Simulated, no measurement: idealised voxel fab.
process module | voxel ribs on slabs
cross-section cut | 270 nm wide | cells 5 nm
A cross-section is a grid of square cells, given in bands from the top down. A band is one or more rows of cells.
Each band's line starts with the height of the band's top and of its bottom, in nm. Then come its materials from left to right, each with its width in nm. One material with "throughout" fills the band from edge to edge. "air" is empty space.
Height 0 is the level under which the wafer as received is all one material. The lowest band goes on downwards, as in "0 down".
A width such as "30 to 40" changes by the same amount from each row of cells to the next, from the band's top row to its bottom row.
"no change" after a step means that no cell of the cross-section changed.
closed voids: empty space of 8 cells or more with no open way to the top, each as width x height at its distance from the left edge, in nm
after a step's settings: what the simulator itself notes on the step
overlay nm, on a step with a mask: how far to the right of its planned place the mask lay; to the left if negative
plan
1 op RECEIVE | material Si
2 op DIRECTIONAL_DEP | material SiO2 | thk nm 30
3 op DIRECTIONAL_DEP | material polySi | thk nm 20
4 op PATTERN | tone cover | mask id RIB | material resist | width nm 30 | thk nm 20 | overlay nm 0
5 op DIRECTIONAL_ETCH | etch materials polySi | depth nm 10
6 op STRIP | etch materials resist
7 op MASKED_ETCH | tone cover | mask id SLAB | width nm 60 | etch materials polySi | depth nm 10 | overlay nm 0
8 op FILL_DEP | material SiO2 | thk nm 20
9 op CMP | height nm 60
10 op DIRECTIONAL_DEP | material W | thk nm 5
11 op MASKED_ETCH | tone cover | mask id HEATER | width nm 40 | etch materials W | depth nm 5 | overlay nm 0
12 op CONFORMAL_DEP | material SiO2 | thk nm 5
as received, after step 1
  0 down: Si throughout
  closed voids: none
first wafer at the end, as planned
  70 to 65: air 110 | SiO2 50 | air 110
  65 to 60: SiO2 115 | W 40 | SiO2 115
  60 to 50: SiO2 throughout
  50 to 40: SiO2 120 | polySi 30 | SiO2 120
  40 to 30: SiO2 105 | polySi 60 | SiO2 105
  30 to 0: SiO2 throughout
  0 down: Si throughout
  closed voids: none
second wafer at the end: like start, like plan, one mistake
  70 to 65: SiO2 120 | air 30 | SiO2 120
  65 to 60: W 115 | SiO2 40 | W 115
  60 to 50: SiO2 throughout
  50 to 40: SiO2 120 | polySi 30 | SiO2 120
  40 to 30: SiO2 105 | polySi 60 | SiO2 105
  30 to 0: SiO2 throughout
  0 down: Si throughout
  closed voids: none
what went wrong: step 11 ran as: op MASKED_ETCH | tone open | mask id HEATER | width nm 40 | etch materials W | depth nm 5 | overlay nm 0
at the end the second wafer has, in cells: 38 more of W
